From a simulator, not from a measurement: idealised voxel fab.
A process module follows: voxel ribs on slabs.
Each square cell in cross-section cut measures 5 nm, and the section as a whole is 145 nm wide.
A cross-section in this document is a grid of square cells, and it is written down as bands, the top band listed before the ones below it; a band is made up of one or more rows of cells.
What a band's entry tells you: where the top is and where the bottom is, as heights in nm, and after that what lies inside, material by material from left to right, each with its width in nm. Empty space is written as the word "air", and a single material marked with the word "everywhere" occupies the band from edge to edge.
All heights in this document are referenced to 0, defined as the level beneath which the wafer, as received, consists entirely of one material. The lowest band is not bounded below; it extends indefinitely downward and is written in the form "0 and below".
Top row gets the first number, bottom row gets the second, and each row in between changes by the same step: that is how a band width like "30->40" works.
A step reported as "no modification" is a step in which no cell of the cross-section changed.
"Sealed internal voids" - sealed voids, min. 8 cells, no opening to top; format: width x height at distance (distance from left edge; nm throughout).
Text after the settings on a step's line: the simulator's own remark on that step.
overlay nm: where the mask lay relative to plan, measured to the right, on steps with a mask; negatives go left.

-- Planned step list for the process
step 1: RECEIVE with material Si
step 2: DIRECTIONAL_DEP with material SiO2, thk nm 25
step 3: DIRECTIONAL_DEP with material polySi, thk nm 25
step 4: PATTERN with tone cover, mask id RIB, material resist, width nm 20, thk nm 15, overlay nm 0
step 5: DIRECTIONAL_ETCH with etch materials polySi, depth nm 15
step 6: STRIP with etch materials resist
step 7: MASKED_ETCH with tone cover, mask id SLAB, width nm 80, etch materials polySi, depth nm 10, overlay nm 0
step 8: FILL_DEP with material SiO2, thk nm 15
step 9: CMP with height nm 60
step 10: DIRECTIONAL_DEP with material TiN, thk nm 5
step 11: PATTERN with tone cover, mask id HEATER, material resist, width nm 30, thk nm 20, overlay nm 0
step 12: DIRECTIONAL_ETCH with etch materials TiN, depth nm 5
step 13: STRIP with etch materials resist
step 14: CONFORMAL_DEP with material SiN, thk nm 5

-- Cross-section of the wafer at receipt, which is the condition after step 1
* 0 and below | Si everywhere
* Sealed internal voids: none

-- Cross-section at module end, one run error; start and plan unchanged from above
* 70 down to 65 | air 50 nm / SiN 40 nm / air 55 nm
* 65 down to 60 | SiN 55 nm / TiN 30 nm / SiN 60 nm
* 60 down to 25 | SiO2 everywhere
* 25 down to 0 | polySi everywhere
* 0 and below | Si everywhere
* Sealed internal voids: none
Want to know what went wrong? plan vs actual: 2 and 3 interchanged
